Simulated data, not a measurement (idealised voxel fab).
Title: Process Module voxel capacitor over wiring
Cross-section cut: width 180 nm, square cells of 5 nm.
Cross-section layout: square cells on a grid; listed as bands, top to bottom; a band spans one or more cell rows.
Heights first: top, then bottom, in nm. Then materials, left to right, each with a width in nm. "all across" on a single material: fills the band edge to edge. "blank": empty space.
The reference from which all heights are counted is 0, the level beneath which the as-received wafer is entirely one material; the lowest band, having no lower bound, proceeds downward and is written after the example "z 0 and below".
It should be noted that a width expressed as "30 to 40" varies in equal increments from row to row of cells within the band, taking the value of the first number at the top row and that of the second number at the bottom row.
No cell of the cross-section changed in a step that is given as "same as before".
The list in "Non-vented voids" covers empty spaces of 8 cells or more that cannot reach the top through any open way, and it gives each as width x height at distance; the distance is from the left edge, and width, height and distance are in nm.
Step line, after settings: the simulator's comment on this step.
The optional step-line setting "overlay nm" applies to steps with a mask and quantifies how far to the right of its planned location the mask lay, a negative value indicating leftward placement.
Every pair from here on: before one process step, after it. The after cross-section reaches only to the lowest band that changed. Below the pair: the step in between and its settings. Pairs can belong to different runs of this module on the same starting wafer; a pair carries on from the pair above only if the entry headed "Preceding state" says so.
# Preceding state
    z 0 and below: Si all across
    Non-vented voids: none
# Section After Processing
    z 10 to 0: SiO2 all across
    Under the height 0 nothing was changed.
    Non-vented voids: none
Between the two cross-sections you see above, the step is CONFORMAL_DEP [material SiO2] [thk nm 10]
Preceding state: taken from the pair above, after panel.
# Section After Processing
    z 15 to 10: TiN all across
    Under the height 10 nothing was changed.
    Non-vented voids: none
Between the two cross-sections you see above, the step is DIRECTIONAL_DEP [material TiN] [thk nm 5]
Preceding state: taken from the pair above, after panel.
# Section After Processing
    z 30 to 15: W all across
    Under the height 15 nothing was changed.
    Non-vented voids: none
Between the two cross-sections you see above, the step is DIRECTIONAL_DEP [material W] [thk nm 15]
Preceding state: taken from the pair above, after panel.
# Section After Processing
    z 45 to 30: blank: 40 | resist: 25 | blank: 50 | resist: 25 | blank: 40
    Under the height 30 nothing was changed.
    Non-vented voids: none
Between the two cross-sections you see above, the step is PATTERN [tone cover] [mask id METAL_1] [material resist] [width nm 25] [pitch nm 75] [thk nm 15] [overlay nm 0]
Preceding state: taken from the pair above, after panel.
# Section After Processing
    z 45 to 30: blank: 40 | resist: 25 | blank: 50 | resist: 25 | blank: 40
    z 30 to 15: blank: 40 | W: 25 | blank: 50 | W: 25 | blank: 40
    Under the height 15 nothing was changed.
    Non-vented voids: none
Between the two cross-sections you see above, the step is DIRECTIONAL_ETCH [etch materials W] [depth nm 15]
Preceding state: taken from the pair above, after panel.
# Section After Processing
    z 45 to 30: blank: 40 | resist: 25 | blank: 50 | resist: 25 | blank: 40
    z 30 to 15: blank: 40 | W: 25 | blank: 50 | W: 25 | blank: 40
    z 15 to 10: blank: 40 | TiN: 25 | blank: 50 | TiN: 25 | blank: 40
    Under the height 10 nothing was changed.
    Non-vented voids: none
Between the two cross-sections you see above, the step is DIRECTIONAL_ETCH [etch materials TiN] [depth nm 5]
Preceding state: taken from the pair above, after panel.
# Section After Processing
    z 30 to 15: blank: 40 | W: 25 | blank: 50 | W: 25 | blank: 40
    Under the height 15 nothing was changed.
    Non-vented voids: none
Between the two cross-sections you see above, the step is STRIP [etch materials resist]
Preceding state: taken from the pair above, after panel.
# Section After Processing
    z 35 to 30: lowk all across
    z 30 to 15: lowk: 40 | W: 25 | lowk: 50 | W: 25 | lowk: 40
    z 15 to 10: lowk: 40 | TiN: 25 | lowk: 50 | TiN: 25 | lowk: 40
    Under the height 10 nothing was changed.
    Non-vented voids: none
Between the two cross-sections you see above, the step is FILL_DEP [material lowk] [thk nm 5]
Preceding state: taken from the pair above, after panel.
# Section After Processing
    z 30 to 15: lowk: 40 | W: 25 | lowk: 50 | W: 25 | lowk: 40
    Under the height 15 nothing was changed.
    Non-vented voids: none
Between the two cross-sections you see above, the step is CMP [height nm 30]
Preceding state: taken from the pair above, after panel.
# Section After Processing
    z 35 to 30: SiCN all across
    Under the height 30 nothing was changed.
    Non-vented voids: none
Between the two cross-sections you see above, the step is CONFORMAL_DEP [material SiCN] [thk nm 5]
Preceding state: taken from the pair above, after panel.
# Section After Processing
    z 55 to 35: lowk all across
    Under the height 35 nothing was changed.
    Non-vented voids: none
Between the two cross-sections you see above, the step is DIRECTIONAL_DEP [material lowk] [thk nm 20]
Preceding state: taken from the pair above, after panel.
# Section After Processing
    z 70 to 55: resist: 50 | blank: 15 | resist: 115
    Under the height 55 nothing was changed.
    Non-vented voids: none
Between the two cross-sections you see above, the step is PATTERN [tone open] [mask id PLUG_1] [material resist] [width nm 15] [thk nm 15] [overlay nm 0]
Preceding state: taken from the pair above, after panel.
# Section After Processing
    z 70 to 55: resist: 50 | blank: 15 | resist: 115
    z 55 to 35: lowk: 50 | blank: 15 | lowk: 115
    Under the height 35 nothing was changed.
    Non-vented voids: none
Between the two cross-sections you see above, the step is DIRECTIONAL_ETCH [etch materials lowk] [depth nm 20]
Preceding state: taken from the pair above, after panel.
# Section After Processing
    z 70 to 55: resist: 50 | blank: 15 | resist: 115
    z 55 to 35: lowk: 50 | blank: 15 | lowk: 115
    z 35 to 30: SiCN: 50 | blank: 15 | SiCN: 115
    Under the height 30 nothing was changed.
    Non-vented voids: none
Between the two cross-sections you see above, the step is DIRECTIONAL_ETCH [etch materials SiCN] [depth nm 5]
Preceding state: taken from the pair above, after panel.
# Section After Processing
    z 55 to 35: lowk: 50 | blank: 15 | lowk: 115
    Under the height 35 nothing was changed.
    Non-vented voids: none
Between the two cross-sections you see above, the step is STRIP [etch materials resist]
Preceding state: taken from the pair above, after panel.
# Section After Processing
    z 55 to 40: lowk: 50 | blank: 15 | lowk: 115
    z 40 to 35: lowk: 50 | Ru: 15 | lowk: 115
    z 35 to 30: SiCN: 50 | Ru: 15 | SiCN: 115
    Under the height 30 nothing was changed.
    Non-vented voids: none
Between the two cross-sections you see above, the step is EPI [material Ru] [thk nm 10]
Preceding state: taken from the pair above, after panel.
# Section After Processing
    z 55 to 50: lowk: 50 | blank: 15 | lowk: 115
    z 50 to 35: lowk: 50 | Ru: 15 | lowk: 115
    Under the height 35 nothing was changed.
    Non-vented voids: none
Between the two cross-sections you see above, the step is EPI [material Ru] [thk nm 10]
Preceding state: taken from the pair above, after panel.
# Section After Processing
    z 55 to 35: lowk: 50 | Ru: 15 | lowk: 115
    Under the height 35 nothing was changed.
    Non-vented voids: none
Between the two cross-sections you see above, the step is EPI [material Ru] [thk nm 5]
Preceding state: taken from the pair above, after panel.
# Section After Processing
    z 65 to 55: TiN all across
    Under the height 55 nothing was changed.
    Non-vented voids: none
Between the two cross-sections you see above, the step is DIRECTIONAL_DEP [material TiN] [thk nm 10]
Preceding state: taken from the pair above, after panel.
# Section After Processing
    z 70 to 65: Al2O3 all across
    Under the height 65 nothing was changed.
    Non-vented voids: none
Between the two cross-sections you see above, the step is DIRECTIONAL_DEP [material Al2O3] [thk nm 5]
Preceding state: taken from the pair above, after panel.
# Section After Processing
    z 75 to 70: TiN all across
    Under the height 70 nothing was changed.
    Non-vented voids: none
Between the two cross-sections you see above, the step is DIRECTIONAL_DEP [material TiN] [thk nm 5]
Preceding state: taken from the pair above, after panel.
# Section After Processing
    z 90 to 75: aC all across
    Under the height 75 nothing was changed.
    Non-vented voids: none
Between the two cross-sections you see above, the step is DIRECTIONAL_DEP [material aC] [thk nm 15]
Preceding state: taken from the pair above, after panel.
# Section After Processing
    z 125 to 90: blank: 50 | resist: 55 | blank: 75
    Under the height 90 nothing was changed.
    Non-vented voids: none
Between the two cross-sections you see above, the step is PATTERN [tone cover] [mask id UPPER_PLATE] [material resist] [width nm 55] [thk nm 35] [overlay nm 0]
Preceding state: taken from the pair above, after panel.
# Section After Processing
    z 110 to 90: blank: 50 | resist: 55 | blank: 75
    z 90 to 75: blank: 50 | aC: 55 | blank: 75
    Under the height 75 nothing was changed.
    Non-vented voids: none
Between the two cross-sections you see above, the step is DIRECTIONAL_ETCH [etch materials aC] [depth nm 15]
Preceding state: taken from the pair above, after panel.
# Section After Processing
    z 90 to 75: blank: 50 | aC: 55 | blank: 75
    Under the height 75 nothing was changed.
    Non-vented voids: none
Between the two cross-sections you see above, the step is STRIP [etch materials resist]
Preceding state: taken from the pair above, after panel.
# Section After Processing
    z 90 to 75: blank: 50 | aC: 55 | blank: 75
    z 75 to 70: blank: 50 | TiN: 55 | blank: 75
    Under the height 70 nothing was changed.
    Non-vented voids: none
Between the two cross-sections you see above, the step is DIRECTIONAL_ETCH [etch materials TiN] [depth nm 5]
Preceding state: taken from the pair above, after panel.
# Section After Processing
    z 90 to 75: blank: 50 | aC: 55 | blank: 75
    z 75 to 70: blank: 50 | TiN: 55 | blank: 75
    z 70 to 65: blank: 50 | Al2O3: 55 | blank: 75
    Under the height 65 nothing was changed.
    Non-vented voids: none
Between the two cross-sections you see above, the step is DIRECTIONAL_ETCH [etch materials Al2O3] [depth nm 5]
Preceding state: taken from the pair above, after panel.
# Section After Processing
    z 75 to 70: blank: 50 | TiN: 55 | blank: 75
    Under the height 70 nothing was changed.
    Non-vented voids: none
Between the two cross-sections you see above, the step is STRIP [etch materials aC]
Preceding state: taken from the pair above, after panel.
# Section After Processing
    z 95 to 75: blank: 45 | resist: 65 | blank: 70
    z 75 to 70: blank: 45 | resist: 5 | TiN: 55 | resist: 5 | blank: 70
    z 70 to 65: blank: 45 | resist: 5 | Al2O3: 55 | resist: 5 | blank: 70
    Under the height 65 nothing was changed.
    Non-vented voids: none
Between the two cross-sections you see above, the step is PATTERN [tone cover] [mask id LOWER_PLATE] [material resist] [width nm 65] [thk nm 20] [overlay nm 0]
Preceding state: taken from the pair above, after panel.
# Section After Processing
    z 95 to 75: blank: 45 | resist: 65 | blank: 70
    z 75 to 70: blank: 45 | resist: 5 | TiN: 55 | resist: 5 | blank: 70
    z 70 to 65: blank: 45 | resist: 5 | Al2O3: 55 | resist: 5 | blank: 70
    z 65 to 55: blank: 45 | TiN: 65 | blank: 70
    Under the height 55 nothing was changed.
    Non-vented voids: none
Between the two cross-sections you see above, the step is DIRECTIONAL_ETCH [etch materials TiN] [depth nm 10]
Preceding state: taken from the pair above, after panel.
# Section After Processing
    z 75 to 70: blank: 50 | TiN: 55 | blank: 75
    z 70 to 65: blank: 50 | Al2O3: 55 | blank: 75
    Under the height 65 nothing was changed.
    Non-vented voids: none
Between the two cross-sections you see above, the step is STRIP [etch materials resist]
Preceding state: taken from the pair above, after panel.
# Section After Processing
    z 95 to 75: SiO2 all across
    z 75 to 70: SiO2: 50 | TiN: 55 | SiO2: 75
    z 70 to 65: SiO2: 50 | Al2O3: 55 | SiO2: 75
    z 65 to 55: SiO2: 45 | TiN: 65 | SiO2: 70
    Under the height 55 nothing was changed.
    Non-vented voids: none
Between the two cross-sections you see above, the step is FILL_DEP [material SiO2] [thk nm 20]
Preceding state: taken from the pair above, after panel.
# Section After Processing
    z 90 to 75: SiO2 all across
    Under the height 75 nothing was changed.
    Non-vented voids: none
Between the two cross-sections you see above, the step is CMP [height nm 90]
Preceding state: taken from the pair above, after panel.
# Section After Processing
    z 110 to 90: resist: 60 | blank: 15 | resist: 105
    Under the height 90 nothing was changed.
    Non-vented voids: none
Between the two cross-sections you see above, the step is PATTERN [tone open] [mask id PLUG_2] [material resist] [width nm 15] [thk nm 20] [overlay nm 0]
Preceding state: taken from the pair above, after panel.
# Section After Processing
    z 110 to 90: resist: 60 | blank: 15 | resist: 105
    z 90 to 75: SiO2: 60 | blank: 15 | SiO2: 105
    Under the height 75 nothing was changed.
    Non-vented voids: none
Between the two cross-sections you see above, the step is DIRECTIONAL_ETCH [etch materials SiO2] [depth nm 15]
Preceding state: taken from the pair above, after panel.
# Section After Processing
    z 90 to 75: SiO2: 60 | blank: 15 | SiO2: 105
    Under the height 75 nothing was changed.
    Non-vented voids: none
Between the two cross-sections you see above, the step is STRIP [etch materials resist]
Preceding state: taken from the pair above, after panel.
# Section After Processing
    z 95 to 90: TiN: 65 | blank: 5 | TiN: 110
    z 90 to 80: SiO2: 60 | TiN: 5 | blank: 5 | TiN: 5 | SiO2: 105
    z 80 to 70: SiO2: 60 to 50 | TiN: 15 to 55 | SiO2: 105 to 75
    Under the height 70 nothing was changed.
    Non-vented voids: none
Between the two cross-sections you see above, the step is CONFORMAL_DEP [material TiN] [thk nm 5]
Preceding state: taken from the pair above, after panel.
# Section After Processing
    z 105 to 95: W all across
    z 95 to 90: TiN: 65 | W: 5 | TiN: 110
    z 90 to 80: SiO2: 60 | TiN: 5 | W: 5 | TiN: 5 | SiO2: 105
    Under the height 80 nothing was changed.
    Non-vented voids: none
Between the two cross-sections you see above, the step is FILL_DEP [material W] [thk nm 10]
Preceding state: taken from the pair above, after panel.
# Section After Processing
    z 90 to 80: SiO2: 60 | TiN: 5 | W: 5 | TiN: 5 | SiO2: 105
    Under the height 80 nothing was changed.
    Non-vented voids: none
Between the two cross-sections you see above, the step is CMP [height nm 90]
Preceding state: taken from the pair above, after panel.
# Section After Processing
    z 95 to 90: SiN all across
    Under the height 90 nothing was changed.
    Non-vented voids: none
Between the two cross-sections you see above, the step is CONFORMAL_DEP [material SiN] [thk nm 5]
# Preceding state
    z 10 to 0: SiO2 all across
    z 0 and below: Si all across
    Non-vented voids: none
# Section After Processing
    z 25 to 10: W all across
    Under the height 10 nothing was changed.
    Non-vented voids: none
Between the two cross-sections you see above, the step is DIRECTIONAL_DEP [material W] [thk nm 15]
Preceding state: taken from the pair above, after panel.
# Section After Processing
    z 40 to 25: blank: 40 | resist: 25 | blank: 50 | resist: 25 | blank: 40
    Under the height 25 nothing was changed.
    Non-vented voids: none
Between the two cross-sections you see above, the step is PATTERN [tone cover] [mask id METAL_1] [material resist] [width nm 25] [pitch nm 75] [thk nm 15] [overlay nm 0]
Preceding state: taken from the pair above, after panel.
# Section After Processing
    z 40 to 25: blank: 40 | resist: 25 | blank: 50 | resist: 25 | blank: 40
    z 25 to 10: blank: 40 | W: 25 | blank: 50 | W: 25 | blank: 40
    Under the height 10 nothing was changed.
    Non-vented voids: none
Between the two cross-sections you see above, the step is DIRECTIONAL_ETCH [etch materials W] [depth nm 15]
Preceding state: taken from the pair above, after panel.
# Section After Processing
    z 25 to 10: blank: 40 | W: 25 | blank: 50 | W: 25 | blank: 40
    Under the height 10 nothing was changed.
    Non-vented voids: none
Between the two cross-sections you see above, the step is STRIP [etch materials resist]
Preceding state: taken from the pair above, after panel.
# Section After Processing
    z 30 to 25: lowk all across
    z 25 to 10: lowk: 40 | W: 25 | lowk: 50 | W: 25 | lowk: 40
    Under the height 10 nothing was changed.
    Non-vented voids: none
Between the two cross-sections you see above, the step is FILL_DEP [material lowk] [thk nm 5]
Preceding state: taken from the pair above, after panel.
# Section After Processing
    z 35 to 30: SiCN all across
    Under the height 30 nothing was changed.
    Non-vented voids: none
Between the two cross-sections you see above, the step is CONFORMAL_DEP [material SiCN] [thk nm 5]
Preceding state: taken from the pair above, after panel.
# Section After Processing
    z 55 to 35: lowk all across
    Under the height 35 nothing was changed.
    Non-vented voids: none
Between the two cross-sections you see above, the step is DIRECTIONAL_DEP [material lowk] [thk nm 20]
Preceding state: taken from the pair above, after panel.
# Section After Processing
    z 70 to 55: resist: 50 | blank: 15 | resist: 115
    Under the height 55 nothing was changed.
    Non-vented voids: none
Between the two cross-sections you see above, the step is PATTERN [tone open] [mask id PLUG_1] [material resist] [width nm 15] [thk nm 15] [overlay nm 0]
Preceding state: taken from the pair above, after panel.
# Section After Processing
    z 70 to 55: resist: 50 | blank: 15 | resist: 115
    z 55 to 35: lowk: 50 | blank: 15 | lowk: 115
    Under the height 35 nothing was changed.
    Non-vented voids: none
Between the two cross-sections you see above, the step is DIRECTIONAL_ETCH [etch materials lowk] [depth nm 20]
Preceding state: taken from the pair above, after panel.
# Section After Processing
    z 70 to 55: resist: 50 | blank: 15 | resist: 115
    z 55 to 35: lowk: 50 | blank: 15 | lowk: 115
    z 35 to 30: SiCN: 50 | blank: 15 | SiCN: 115
    Under the height 30 nothing was changed.
    Non-vented voids: none
Between the two cross-sections you see above, the step is DIRECTIONAL_ETCH [etch materials SiCN] [depth nm 5]
Preceding state: taken from the pair above, after panel.
# Section After Processing
    z 55 to 35: lowk: 50 | blank: 15 | lowk: 115
    Under the height 35 nothing was changed.
    Non-vented voids: none
Between the two cross-sections you see above, the step is STRIP [etch materials resist]
Preceding state: taken from the pair above, after panel.
# Section After Processing
    z 65 to 55: TiN: 50 | blank: 15 | TiN: 115
    z 55 to 40: lowk: 50 | blank: 15 | lowk: 115
    z 40 to 35: lowk: 50 | TiN: 15 | lowk: 115
    z 35 to 30: SiCN: 50 | TiN: 15 | SiCN: 115
    Under the height 30 nothing was changed.
    Non-vented voids: none
Between the two cross-sections you see above, the step is DIRECTIONAL_DEP [material TiN] [thk nm 10]
Preceding state: taken from the pair above, after panel.
# Section After Processing
    z 70 to 65: Al2O3: 50 | blank: 15 | Al2O3: 115
    z 65 to 55: TiN: 50 | blank: 15 | TiN: 115
    z 55 to 45: lowk: 50 | blank: 15 | lowk: 115
    z 45 to 40: lowk: 50 | Al2O3: 15 | lowk: 115
    Under the height 40 nothing was changed.
    Non-vented voids: none
Between the two cross-sections you see above, the step is DIRECTIONAL_DEP [material Al2O3] [thk nm 5]
Preceding state: taken from the pair above, after panel.
# Section After Processing
    z 75 to 70: TiN: 50 | blank: 15 | TiN: 115
    z 70 to 65: Al2O3: 50 | blank: 15 | Al2O3: 115
    z 65 to 55: TiN: 50 | blank: 15 | TiN: 115
    z 55 to 50: lowk: 50 | blank: 15 | lowk: 115
    z 50 to 45: lowk: 50 | TiN: 15 | lowk: 115
    Under the height 45 nothing was changed.
    Non-vented voids: none
Between the two cross-sections you see above, the step is DIRECTIONAL_DEP [material TiN] [thk nm 5]
Preceding state: taken from the pair above, after panel.
# Section After Processing
    z 90 to 75: aC: 50 | blank: 15 | aC: 115
    z 75 to 70: TiN: 50 | blank: 15 | TiN: 115
    z 70 to 65: Al2O3: 50 | blank: 15 | Al2O3: 115
    z 65 to 55: TiN: 50 | aC: 15 | TiN: 115
    z 55 to 50: lowk: 50 | aC: 15 | lowk: 115
    Under the height 50 nothing was changed.
    Non-vented voids: none
Between the two cross-sections you see above, the step is DIRECTIONAL_DEP [material aC] [thk nm 15]
Preceding state: taken from the pair above, after panel.
# Section After Processing
    z 125 to 90: blank: 50 | resist: 55 | blank: 75
    z 90 to 75: aC: 50 | resist: 15 | aC: 115
    z 75 to 70: TiN: 50 | resist: 15 | TiN: 115
    z 70 to 65: Al2O3: 50 | resist: 15 | Al2O3: 115
    Under the height 65 nothing was changed.
    Non-vented voids: none
Between the two cross-sections you see above, the step is PATTERN [tone cover] [mask id UPPER_PLATE] [material resist] [width nm 55] [thk nm 35] [overlay nm 0]
Preceding state: taken from the pair above, after panel.
# Section After Processing
    z 110 to 90: blank: 50 | resist: 55 | blank: 75
    z 90 to 75: blank: 50 | resist: 15 | aC: 40 | blank: 75
    Under the height 75 nothing was changed.
    Non-vented voids: none
Between the two cross-sections you see above, the step is DIRECTIONAL_ETCH [etch materials aC] [depth nm 15]
Preceding state: taken from the pair above, after panel.
# Section After Processing
    z 90 to 75: blank: 65 | aC: 40 | blank: 75
    z 75 to 70: TiN: 50 | blank: 15 | TiN: 115
    z 70 to 65: Al2O3: 50 | blank: 15 | Al2O3: 115
    Under the height 65 nothing was changed.
    Non-vented voids: none
Between the two cross-sections you see above, the step is STRIP [etch materials resist]
Preceding state: taken from the pair above, after panel.
# Section After Processing
    z 90 to 75: blank: 65 | aC: 40 | blank: 75
    z 75 to 70: blank: 65 | TiN: 40 | blank: 75
    Under the height 70 nothing was changed.
    Non-vented voids: none
Between the two cross-sections you see above, the step is DIRECTIONAL_ETCH [etch materials TiN] [depth nm 5]
Preceding state: taken from the pair above, after panel.
# Section After Processing
    z 90 to 75: blank: 65 | aC: 40 | blank: 75
    z 75 to 70: blank: 65 | TiN: 40 | blank: 75
    z 70 to 65: blank: 65 | Al2O3: 40 | blank: 75
    Under the height 65 nothing was changed.
    Non-vented voids: none
Between the two cross-sections you see above, the step is DIRECTIONAL_ETCH [etch materials Al2O3] [depth nm 5]
Preceding state: taken from the pair above, after panel.
# Section After Processing
    z 75 to 70: blank: 65 | TiN: 40 | blank: 75
    z 70 to 65: blank: 65 | Al2O3: 40 | blank: 75
    z 65 to 55: TiN: 50 | blank: 15 | TiN: 115
    z 55 to 50: lowk: 50 | blank: 15 | lowk: 115
    Under the height 50 nothing was changed.
    Non-vented voids: none
Between the two cross-sections you see above, the step is STRIP [etch materials aC]
Preceding state: taken from the pair above, after panel.
# Section After Processing
    z 95 to 75: blank: 45 | resist: 65 | blank: 70
    z 75 to 70: blank: 45 | resist: 20 | TiN: 40 | resist: 5 | blank: 70
    z 70 to 65: blank: 45 | resist: 20 | Al2O3: 40 | resist: 5 | blank: 70
    z 65 to 55: TiN: 50 | resist: 15 | TiN: 115
    z 55 to 50: lowk: 50 | resist: 15 | lowk: 115
    Under the height 50 nothing was changed.
    Non-vented voids: none
Between the two cross-sections you see above, the step is PATTERN [tone cover] [mask id LOWER_PLATE] [material resist] [width nm 65] [thk nm 20] [overlay nm 0]
Preceding state: taken from the pair above, after panel.
# Section After Processing
    z 95 to 75: blank: 45 | resist: 65 | blank: 70
    z 75 to 70: blank: 45 | resist: 20 | TiN: 40 | resist: 5 | blank: 70
    z 70 to 65: blank: 45 | resist: 20 | Al2O3: 40 | resist: 5 | blank: 70
    z 65 to 55: blank: 45 | TiN: 5 | resist: 15 | TiN: 45 | blank: 70
    Under the height 55 nothing was changed.
    Non-vented voids: none
Between the two cross-sections you see above, the step is DIRECTIONAL_ETCH [etch materials TiN] [depth nm 10]
Preceding state: taken from the pair above, after panel.
# Section After Processing
    z 75 to 70: blank: 65 | TiN: 40 | blank: 75
    z 70 to 65: blank: 65 | Al2O3: 40 | blank: 75
    z 65 to 55: blank: 45 | TiN: 5 | blank: 15 | TiN: 45 | blank: 70
    z 55 to 50: lowk: 50 | blank: 15 | lowk: 115
    Under the height 50 nothing was changed.
    Non-vented voids: none
Between the two cross-sections you see above, the step is STRIP [etch materials resist]
Preceding state: taken from the pair above, after panel.
# Section After Processing
    z 95 to 75: SiO2 all across
    z 75 to 70: SiO2: 65 | TiN: 40 | SiO2: 75
    z 70 to 65: SiO2: 65 | Al2O3: 40 | SiO2: 75
    z 65 to 55: SiO2: 45 | TiN: 5 | SiO2: 15 | TiN: 45 | SiO2: 70
    z 55 to 50: lowk: 50 | SiO2: 15 | lowk: 115
    Under the height 50 nothing was changed.
    Non-vented voids: none
Between the two cross-sections you see above, the step is FILL_DEP [material SiO2] [thk nm 20]
Preceding state: taken from the pair above, after panel.
# Section After Processing
    z 90 to 75: SiO2 all across
    Under the height 75 nothing was changed.
    Non-vented voids: none
Between the two cross-sections you see above, the step is CMP [height nm 90]
Preceding state: taken from the pair above, after panel.
# Section After Processing
    z 110 to 90: resist: 60 | blank: 15 | resist: 105
    Under the height 90 nothing was changed.
    Non-vented voids: none
Between the two cross-sections you see above, the step is PATTERN [tone open] [mask id PLUG_2] [material resist] [width nm 15] [thk nm 20] [overlay nm 0]
Preceding state: taken from the pair above, after panel.
# Section After Processing
    z 110 to 90: resist: 60 | blank: 15 | resist: 105
    z 90 to 75: SiO2: 60 | blank: 15 | SiO2: 105
    Under the height 75 nothing was changed.
    Non-vented voids: none
Between the two cross-sections you see above, the step is DIRECTIONAL_ETCH [etch materials SiO2] [depth nm 15]
Preceding state: taken from the pair above, after panel.
# Section After Processing
    z 90 to 75: SiO2: 60 | blank: 15 | SiO2: 105
    Under the height 75 nothing was changed.
    Non-vented voids: none
Between the two cross-sections you see above, the step is STRIP [etch materials resist]
Preceding state: taken from the pair above, after panel.
# Section After Processing
    z 95 to 90: TiN: 65 | blank: 5 | TiN: 110
    z 90 to 80: SiO2: 60 | TiN: 5 | blank: 5 | TiN: 5 | SiO2: 105
    z 80 to 70: SiO2: 60 to 65 | TiN: 15 to 40 | SiO2: 105 to 75
    Under the height 70 nothing was changed.
    Non-vented voids: none
Between the two cross-sections you see above, the step is CONFORMAL_DEP [material TiN] [thk nm 5]
Preceding state: taken from the pair above, after panel.
# Section After Processing
    z 105 to 95: W all across
    z 95 to 90: TiN: 65 | W: 5 | TiN: 110
    z 90 to 80: SiO2: 60 | TiN: 5 | W: 5 | TiN: 5 | SiO2: 105
    Under the height 80 nothing was changed.
    Non-vented voids: none
Between the two cross-sections you see above, the step is FILL_DEP [material W] [thk nm 10]
Preceding state: taken from the pair above, after panel.
# Section After Processing
    z 90 to 80: SiO2: 60 | TiN: 5 | W: 5 | TiN: 5 | SiO2: 105
    Under the height 80 nothing was changed.
    Non-vented voids: none
Between the two cross-sections you see above, the step is CMP [height nm 90]
Preceding state: taken from the pair above, after panel.
# Section After Processing
    z 95 to 90: SiN all across
    Under the height 90 nothing was changed.
    Non-vented voids: none
Between the two cross-sections you see above, the step is CONFORMAL_DEP [material SiN] [thk nm 5]
# Preceding state
    z 55 to 35: lowk all across
    z 35 to 30: SiCN all across
    z 30 to 15: lowk: 40 | W: 25 | lowk: 50 | W: 25 | lowk: 40
    z 15 to 10: lowk: 40 | TiN: 25 | lowk: 50 | TiN: 25 | lowk: 40
    z 10 to 0: SiO2 all across
    z 0 and below: Si all across
    Non-vented voids: none
# Section After Processing
    z 75 to 35: lowk all across
    Under the height 35 nothing was changed.
    Non-vented voids: none
Between the two cross-sections you see above, the step is DIRECTIONAL_DEP [material lowk] [thk nm 20]
Preceding state: taken from the pair above, after panel.
# Section After Processing
    z 90 to 75: resist: 50 | blank: 15 | resist: 115
    Under the height 75 nothing was changed.
    Non-vented voids: none
Between the two cross-sections you see above, the step is PATTERN [tone open] [mask id PLUG_1] [material resist] [width nm 15] [thk nm 15] [overlay nm 0]
Preceding state: taken from the pair above, after panel.
# Section After Processing
    z 90 to 75: resist: 50 | blank: 15 | resist: 115
    z 75 to 55: lowk: 50 | blank: 15 | lowk: 115
    Under the height 55 nothing was changed.
    Non-vented voids: none
Between the two cross-sections you see above, the step is DIRECTIONAL_ETCH [etch materials lowk] [depth nm 20]
Preceding state: taken from the pair above, after panel.
# Section After Processing
    z 75 to 55: lowk: 50 | blank: 15 | lowk: 115
    Under the height 55 nothing was changed.
    Non-vented voids: none
Between the two cross-sections you see above, the step is STRIP [etch materials resist]
Preceding state: taken from the pair above, after panel.
# Section After Processing
    z 85 to 75: TiN: 50 | blank: 15 | TiN: 115
    z 75 to 65: lowk: 50 | blank: 15 | lowk: 115
    z 65 to 55: lowk: 50 | TiN: 15 | lowk: 115
    Under the height 55 nothing was changed.
    Non-vented voids: none
Between the two cross-sections you see above, the step is DIRECTIONAL_DEP [material TiN] [thk nm 10]
Preceding state: taken from the pair above, after panel.
# Section After Processing
    z 90 to 85: Al2O3: 50 | blank: 15 | Al2O3: 115
    z 85 to 75: TiN: 50 | blank: 15 | TiN: 115
    z 75 to 70: lowk: 50 | blank: 15 | lowk: 115
    z 70 to 65: lowk: 50 | Al2O3: 15 | lowk: 115
    Under the height 65 nothing was changed.
    Non-vented voids: none
Between the two cross-sections you see above, the step is DIRECTIONAL_DEP [material Al2O3] [thk nm 5]
Preceding state: taken from the pair above, after panel.
# Section After Processing
    z 95 to 90: TiN: 50 | blank: 15 | TiN: 115
    z 90 to 85: Al2O3: 50 | blank: 15 | Al2O3: 115
    z 85 to 75: TiN: 50 | blank: 15 | TiN: 115
    z 75 to 70: lowk: 50 | TiN: 15 | lowk: 115
    Under the height 70 nothing was changed.
    Non-vented voids: none
Between the two cross-sections you see above, the step is DIRECTIONAL_DEP [material TiN] [thk nm 5]
Preceding state: taken from the pair above, after panel.
# Section After Processing
    z 110 to 95: aC: 50 | blank: 15 | aC: 115
    z 95 to 90: TiN: 50 | blank: 15 | TiN: 115
    z 90 to 85: Al2O3: 50 | aC: 15 | Al2O3: 115
    z 85 to 75: TiN: 50 | aC: 15 | TiN: 115
    Under the height 75 nothing was changed.
    Non-vented voids: none
Between the two cross-sections you see above, the step is DIRECTIONAL_DEP [material aC] [thk nm 15]
Preceding state: taken from the pair above, after panel.
# Section After Processing
    z 145 to 110: blank: 50 | resist: 55 | blank: 75
    z 110 to 95: aC: 50 | resist: 15 | aC: 115
    z 95 to 90: TiN: 50 | resist: 15 | TiN: 115
    Under the height 90 nothing was changed.
    Non-vented voids: none
Between the two cross-sections you see above, the step is PATTERN [tone cover] [mask id UPPER_PLATE] [material resist] [width nm 55] [thk nm 35] [overlay nm 0]
Preceding state: taken from the pair above, after panel.
# Section After Processing
    z 130 to 110: blank: 50 | resist: 55 | blank: 75
    z 110 to 95: blank: 50 | resist: 15 | aC: 40 | blank: 75
    Under the height 95 nothing was changed.
    Non-vented voids: none
Between the two cross-sections you see above, the step is DIRECTIONAL_ETCH [etch materials aC] [depth nm 15]
Preceding state: taken from the pair above, after panel.
# Section After Processing
    z 110 to 95: blank: 65 | aC: 40 | blank: 75
    z 95 to 90: TiN: 50 | blank: 15 | TiN: 115
    Under the height 90 nothing was changed.
    Non-vented voids: none
Between the two cross-sections you see above, the step is STRIP [etch materials resist]
Preceding state: taken from the pair above, after panel.
# Section After Processing
    z 110 to 95: blank: 65 | aC: 40 | blank: 75
    z 95 to 90: blank: 65 | TiN: 40 | blank: 75
    Under the height 90 nothing was changed.
    Non-vented voids: none
Between the two cross-sections you see above, the step is DIRECTIONAL_ETCH [etch materials TiN] [depth nm 5]
Preceding state: taken from the pair above, after panel.
# Section After Processing
    z 110 to 95: blank: 65 | aC: 40 | blank: 75
    z 95 to 90: blank: 65 | TiN: 40 | blank: 75
    z 90 to 85: blank: 50 | aC: 15 | Al2O3: 40 | blank: 75
    Under the height 85 nothing was changed.
    Non-vented voids: none
Between the two cross-sections you see above, the step is DIRECTIONAL_ETCH [etch materials Al2O3] [depth nm 5]
Preceding state: taken from the pair above, after panel.
# Section After Processing
    z 95 to 90: blank: 65 | TiN: 40 | blank: 75
    z 90 to 85: blank: 65 | Al2O3: 40 | blank: 75
    z 85 to 75: TiN: 50 | blank: 15 | TiN: 115
    Under the height 75 nothing was changed.
    Non-vented voids: none
Between the two cross-sections you see above, the step is STRIP [etch materials aC]
